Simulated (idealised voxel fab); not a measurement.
Title: Process Module voxel capacitor over wiring
Cross-section cut spans 205 nm and uses square cells 5 nm in size.
When this document writes out a cross-section, it uses a grid of square cells and lists it as bands, beginning at the top and moving down, with a band standing for one or more rows of cells.
The band entry comprises the height of the band's top followed by the height of its bottom, expressed in nm, and subsequently the band's materials from left to right, each stated together with its width in nm. Where a single material is marked with the word "full width", that material fills the band from edge to edge. The word "air" represents empty space.
Height datum 0, below which the as-received substrate wafer is one material. Lowest band open at the bottom, running downward: "0 nm and below".
Quick explanation for "30 to 40": the width changes in equal steps down the rows of cells, from the first number in the band's top row to the second number in its bottom row.
You'll sometimes find "no alteration" written for a step, and that's the way of saying that nowhere in the cross-section did a cell change during that step.
In "Closed void roster" the enclosed voids are listed, meaning empty spaces of 8 cells or larger without any opening to the top. The form is width x height at distance, distance from the left edge, units nm.
Post-settings text on a step line: simulator's own remark regarding the step.
"overlay nm", when on a step's line for a step with a mask, measures how far to the right of its planned place the mask lay; a negative measure means to the left.
# Process steps (planned)
1,RECEIVE (material Si)
2,CONFORMAL_DEP (material SiO2; thk nm 10)
3,CONFORMAL_DEP (material SiN; thk nm 5)
4,DIRECTIONAL_DEP (material lowk; thk nm 20)
5,DIRECTIONAL_DEP (material aC; thk nm 10)
6,PATTERN (tone open; mask id METAL_1; material resist; width nm 20; pitch nm 70; thk nm 25; overlay nm 0)
7,DIRECTIONAL_ETCH (etch materials aC; depth nm 10)
8,STRIP (etch materials resist)
9,DIRECTIONAL_ETCH (etch materials lowk; depth nm 20)
10,DIRECTIONAL_ETCH (etch materials SiN; depth nm 5)
11,STRIP (etch materials aC)
12,CONFORMAL_DEP (material TiN; thk nm 5)
13,FILL_DEP (material Cu; thk nm 10)
14,CMP (height nm 35)
15,CONFORMAL_DEP (material SiCN; thk nm 5)
16,DIRECTIONAL_DEP (material SiO2; thk nm 15)
17,DIRECTIONAL_DEP (material aC; thk nm 15)
18,PATTERN (tone open; mask id PLUG_1; material resist; width nm 15; thk nm 30; overlay nm -15)
19,DIRECTIONAL_ETCH (etch materials aC; depth nm 15)
20,STRIP (etch materials resist)
21,DIRECTIONAL_ETCH (etch materials SiO2; depth nm 15)
22,DIRECTIONAL_ETCH (etch materials SiCN; depth nm 5)
23,STRIP (etch materials aC)
24,EPI (material Ru; thk nm 10)
25,EPI (material Ru; thk nm 10)
26,DIRECTIONAL_DEP (material TiN; thk nm 10)
27,DIRECTIONAL_DEP (material SiN; thk nm 5)
28,DIRECTIONAL_DEP (material TiN; thk nm 10)
29,DIRECTIONAL_DEP (material aC; thk nm 15)
30,PATTERN (tone cover; mask id UPPER_PLATE; material resist; width nm 55; thk nm 35; overlay nm 0)
31,DIRECTIONAL_ETCH (etch materials aC; depth nm 15)
32,STRIP (etch materials resist)
33,DIRECTIONAL_ETCH (etch materials TiN; depth nm 10)
34,DIRECTIONAL_ETCH (etch materials SiN; depth nm 5)
35,STRIP (etch materials aC)
36,MASKED_ETCH (tone cover; mask id LOWER_PLATE; width nm 65; etch materials TiN; depth nm 10; overlay nm 0)
37,FILL_DEP (material SiO2; thk nm 20)
38,CMP (height nm 95)
39,MASKED_ETCH (tone open; mask id PLUG_2; width nm 15; etch materials SiO2; depth nm 15; overlay nm 0)
40,CONFORMAL_DEP (material TiN; thk nm 5)
41,FILL_DEP (material Cu; thk nm 5)
42,CMP (height nm 95)
43,CONFORMAL_DEP (material SiCN; thk nm 5)
It is noted that the wafers described herein are identical at the outset and are distinguished by the overlay nm of step 18; the value stated in the plan corresponds to the first wafer.
# The first of several wafers, as received after step 1, seen in section
- 0 nm and below  Si full width
- Closed void roster: none
# Take any row and you have a wafer at the end of the module: how many cells of each material it has gained (+) or lost (-) since it was received, and then its closed voids
overlay nm -15 | +18 Cu | +12 Ru | +79 SiCN | +44 SiN | +456 SiO2 | +79 TiN | +132 lowk | Closed void roster: none
overlay nm -10 | +18 Cu | +12 Ru | +79 SiCN | +44 SiN | +456 SiO2 | +79 TiN | +132 lowk | Closed void roster: none
overlay nm -5 | +18 Cu | +12 Ru | +79 SiCN | +44 SiN | +456 SiO2 | +79 TiN | +132 lowk | Closed void roster: none
overlay nm 0 | +18 Cu | +12 Ru | +79 SiCN | +44 SiN | +456 SiO2 | +79 TiN | +132 lowk | Closed void roster: none
overlay nm 5 | +18 Cu | +12 Ru | +79 SiCN | +44 SiN | +456 SiO2 | +79 TiN | +132 lowk | Closed void roster: none
overlay nm 10 | +18 Cu | +12 Ru | +79 SiCN | +44 SiN | +456 SiO2 | +79 TiN | +132 lowk | Closed void roster: none
overlay nm 15 | +18 Cu | +79 SiCN | +44 SiN | +468 SiO2 | +79 TiN | +132 lowk | Closed void roster: none
